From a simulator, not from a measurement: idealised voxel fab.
This section sets out a process module, namely voxel capacitor over wiring.
Pictured: cross-section cut, 265 nm wide, on a grid of 5 nm square cells.
A cross-section is written here as square cells arranged in a grid, and it is given in bands from the top down, each band taking up one or more rows of cells. A band entry consists of two parts. The first gives the height of the band's top and the height of its bottom, in nm. The rest lists the band's materials from left to right, each with its width in nm. A single material labelled with the word "all across" fills the band from edge to edge, and the word "empty" marks empty space. Height reference: 0 = level under which incoming wafer is all one material. Lowest band: no bottom, runs on downward, e.g. "from 0 down". Width "30..40": first value at the band's top row of cells, second value at its bottom row, equal change from row to row. "remains unaltered" means the step left every cell of the cross-section as it was. Empty spaces counting at least 8 cells and having no open way to the top are listed in "Enclosed void listing". The notation width x height at distance is used for each, the distance being from the left edge and all three values in nm. Where a step's line continues beyond its settings, the continuation is a remark by the simulator itself on that step. overlay nm: for a step with a mask, the amount by which the mask lay right of where it was planned; a negative amount means left of it.
List of planned process steps:
- 1: RECEIVE (material Si)
- 2: CONFORMAL_DEP (material SiO2; thk nm 10)
- 3: DIRECTIONAL_DEP (material TiN; thk nm 5)
- 4: DIRECTIONAL_DEP (material W; thk nm 25)
- 5: DIRECTIONAL_DEP (material aC; thk nm 10)
- 6: PATTERN (tone cover; mask id METAL_1; material resist; width nm 20; pitch nm 80; thk nm 25; overlay nm 0)
- 7: DIRECTIONAL_ETCH (etch materials aC; depth nm 10)
- 8: STRIP (etch materials resist)
- 9: DIRECTIONAL_ETCH (etch materials W; depth nm 25)
- 10: DIRECTIONAL_ETCH (etch materials TiN; depth nm 5)
- 11: STRIP (etch materials aC)
- 12: CONFORMAL_DEP (material SiCN; thk nm 5)
- 13: FILL_DEP (material SiO2; thk nm 10)
- 14: CMP (height nm 40)
- 15: CONFORMAL_DEP (material SiCN; thk nm 5)
- 16: DIRECTIONAL_DEP (material SiO2; thk nm 20)
- 17: PATTERN (tone open; mask id PLUG_1; material resist; width nm 15; thk nm 20; overlay nm 0)
- 18: DIRECTIONAL_ETCH (etch materials SiO2; depth nm 20)
- 19: DIRECTIONAL_ETCH (etch materials SiCN; depth nm 5)
- 20: STRIP (etch materials resist)
- 21: EPI (material Ru; thk nm 10)
- 22: EPI (material Ru; thk nm 10)
- 23: EPI (material Ru; thk nm 5)
- 24: DIRECTIONAL_DEP (material TiN; thk nm 10)
- 25: DIRECTIONAL_DEP (material Al2O3; thk nm 5)
- 26: DIRECTIONAL_DEP (material TiN; thk nm 10)
- 27: MASKED_ETCH (tone cover; mask id UPPER_PLATE; width nm 65; etch materials TiN; depth nm 10; overlay nm 0)
- 28: MASKED_ETCH (tone cover; mask id UPPER_PLATE; width nm 65; etch materials Al2O3; depth nm 5; overlay nm 0)
- 29: PATTERN (tone cover; mask id LOWER_PLATE; material resist; width nm 75; thk nm 20; overlay nm 0)
- 30: DIRECTIONAL_ETCH (etch materials TiN; depth nm 10)
- 31: STRIP (etch materials resist)
- 32: FILL_DEP (material SiO2; thk nm 20)
- 33: CMP (height nm 105)
- 34: MASKED_ETCH (tone open; mask id PLUG_2; width nm 15; etch materials SiO2; depth nm 15; overlay nm 0)
- 35: CONFORMAL_DEP (material TiN; thk nm 5)
- 36: FILL_DEP (material Ru; thk nm 10)
- 37: CMP (height nm 105)
- 38: CONFORMAL_DEP (material SiN; thk nm 5)
Cross-section of the incoming wafer, state after step 1:
    from 0 down: Si all across
    Enclosed void listing: none
Starting structure and process plan are as shown above, but one mistake was made in running the module; the wafer cross-section at the end of the module follows:
    from 110 to 105: SiN all across
    from 105 to 95: SiO2 95  TiN 5  Ru 5  TiN 5  SiO2 155
    from 95 to 90: SiO2 95  TiN 15  SiO2 155
    from 90 to 80: SiO2 85  TiN 65  SiO2 115
    from 80 to 75: SiO2 85  Al2O3 65  SiO2 115
    from 75 to 65: SiO2 80  TiN 75  SiO2 110
    from 65 to 45: SiO2 85  Ru 15  SiO2 165
    from 45 to 40: SiCN 85  Ru 15  SiCN 165
    from 40 to 15: SiO2 80  SiCN 5  W 15  SiCN 5  SiO2 55  SiCN 5  W 15  SiCN 5  SiO2 80
    from 15 to 10: SiCN 85  TiN 15  SiCN 65  TiN 15  SiCN 85
    from 10 to 0: SiO2 all across
    from 0 down: Si all across
    Enclosed void listing: none
Run error: so step 6 ended up running with a different setting than we planned, it ran as PATTERN (tone cover; mask id METAL_1; material resist; width nm 15; pitch nm 80; thk nm 25; overlay nm 0)
